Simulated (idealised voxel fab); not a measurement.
This section sets out a process module, namely voxel trench capacitor.
245 nm wide, 5 nm square cells: that's cross-section cut.
In what follows, cross-sections appear as grids of square cells, described through bands that run from the top down, where every band is one or more rows of cells. Per band: top height and bottom height in nm, followed by the left-to-right materials and their widths in nm; "edge to edge" marks a single material spanning edge to edge, "empty" marks empty space. Where do heights start? At 0: under that level the wafer as delivered is made of one material only. And the lowest band has no floor; it just carries on downward, as in "0 nm and below". Graded width ("30 to 40"): value in top row of band = first number; value in bottom row = second number; row-to-row change constant. Step note "remains unaltered" = no cross-section cell changed. Under "Trapped voids" you'll find the enclosed gaps, the ones with no way out to the top, that are 8 cells or bigger; each reads width x height at distance, with distance counted from the left edge, everything in nm. Text after the settings on a step's line: the simulator's own remark on that step. overlay nm: step with mask; distance mask lay right of planned place; negative value = left of planned place.
The following list gives the planned process steps
1. RECEIVE | material Si
2. CONFORMAL_DEP | material SiN | thk nm 10
3. MASKED_ETCH | tone open | mask id TRENCH | width nm 20 | pitch nm 40 | etch materials SiN | depth nm 10 | overlay nm 0
4. MASKED_ETCH | tone open | mask id TRENCH | width nm 20 | pitch nm 40 | etch materials Si | depth nm 30 | overlay nm 0
5. CONFORMAL_DEP | material SiO2 | thk nm 5
6. FILL_DEP | material polySi | thk nm 10
7. CMP | height nm 10
So this is the incoming wafer in cross-section - it's already been through step 1
0 nm and below | Si edge to edge
Trapped voids: none
The first of the two wafers as seen in cross-section once the module was finished; processing followed the plan
10 nm to 0 nm | SiN 90 nm | SiO2 5 nm | polySi 10 nm | SiO2 5 nm | SiN 20 nm | SiO2 5 nm | polySi 10 nm | SiO2 5 nm | SiN 95 nm
0 nm to -25 nm | Si 90 nm | SiO2 5 nm | polySi 10 nm | SiO2 5 nm | Si 20 nm | SiO2 5 nm | polySi 10 nm | SiO2 5 nm | Si 95 nm
-25 nm to -30 nm | Si 90 nm | SiO2 20 nm | Si 20 nm | SiO2 20 nm | Si 95 nm
-30 nm and below | Si edge to edge
Trapped voids: none
Presented here is a cross-section of the second of the two wafers as it stood at the end of the module. It was started in the same manner and assigned the same plan as the first wafer; however, one mistake was made in its execution
25 nm to 15 nm | polySi edge to edge
15 nm to 10 nm | SiO2 95 nm | polySi 10 nm | SiO2 30 nm | polySi 10 nm | SiO2 100 nm
10 nm to 0 nm | SiN 90 nm | SiO2 5 nm | polySi 10 nm | SiO2 5 nm | SiN 20 nm | SiO2 5 nm | polySi 10 nm | SiO2 5 nm | SiN 95 nm
0 nm to -25 nm | Si 90 nm | SiO2 5 nm | polySi 10 nm | SiO2 5 nm | Si 20 nm | SiO2 5 nm | polySi 10 nm | SiO2 5 nm | Si 95 nm
-25 nm to -30 nm | Si 90 nm | SiO2 20 nm | Si 20 nm | SiO2 20 nm | Si 95 nm
-30 nm and below | Si edge to edge
Trapped voids: none
What was the processing mistake? plan step 7: skipped, not run
End check, counted in cells, second wafer has more or fewer of these materials than the first: SiO2 +45 | polySi +102
